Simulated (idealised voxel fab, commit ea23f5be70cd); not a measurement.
process module | voxel tone inversion
cross-section cut | 200 nm wide | cells 5 nm
A cross-section is a grid of square cells, given in bands from the top down. A band is one or more rows of cells.
Each band's line starts with the height of the band's top and of its bottom, in nm. Then come its materials from left to right, each with its width in nm. One material with "throughout" fills the band from edge to edge. "air" is empty space.
Height 0 is the level under which the wafer as received is all one material. The lowest band goes on downwards, as in "0 down".
A width such as "30 to 40" changes by the same amount from each row of cells to the next, from the band's top row to its bottom row.
"no change" after a step means that no cell of the cross-section changed.
closed voids: empty space of 8 cells or more with no open way to the top, each as width x height at its distance from the left edge, in nm
after a step's settings: what the simulator itself notes on the step
overlay nm, on a step with a mask: how far to the right of its planned place the mask lay; to the left if negative
plan
1 op RECEIVE | material Si
2 op CONFORMAL_DEP | material SiCN | thk nm 5
3 op DIRECTIONAL_DEP | material aC | thk nm 25
4 op PATTERN | tone cover | mask id POSTS | material resist | width nm 20 | pitch nm 35 | thk nm 35 | overlay nm 0
5 op DIRECTIONAL_ETCH | etch materials aC | depth nm 25
6 op STRIP | etch materials resist
7 op FILL_DEP | material SiO2 | thk nm 10
8 op CMP | height nm 30
9 op STRIP | etch materials aC
10 op CONFORMAL_DEP | material TiN | thk nm 5
11 op FILL_DEP | material Cu | thk nm 10
12 op CMP | height nm 30
13 op CONFORMAL_DEP | material SiCN | thk nm 5
varied across the wafers: thk nm of step 13. The plan shows the first wafer's value. All wafers start alike
first wafer as received, after step 1
  0 down: Si throughout
  closed voids: none
first wafer at the end, after step 13
  35 to 30: SiCN throughout
  30 to 10: SiO2 70 | TiN 5 | Cu 10 | TiN 5 | SiO2 15 | TiN 5 | Cu 10 | TiN 5 | SiO2 75
  10 to 5: SiO2 70 | TiN 20 | SiO2 15 | TiN 20 | SiO2 75
  5 to 0: SiCN throughout
  0 down: Si throughout
  closed voids: none
last wafer at the end
  50 to 30: SiCN throughout
  30 to 10: SiO2 70 | TiN 5 | Cu 10 | TiN 5 | SiO2 15 | TiN 5 | Cu 10 | TiN 5 | SiO2 75
  10 to 5: SiO2 70 | TiN 20 | SiO2 15 | TiN 20 | SiO2 75
  5 to 0: SiCN throughout
  0 down: Si throughout
  closed voids: none
each wafer at the end: cells of each material gained (+) or lost (-) since it was received, then its closed voids
thk nm 5 | +16 Cu | +80 SiCN | +160 SiO2 | +24 TiN | closed voids: none
thk nm 10 | +16 Cu | +120 SiCN | +160 SiO2 | +24 TiN | closed voids: none
thk nm 15 | +16 Cu | +160 SiCN | +160 SiO2 | +24 TiN | closed voids: none
thk nm 20 | +16 Cu | +200 SiCN | +160 SiO2 | +24 TiN | closed voids: none
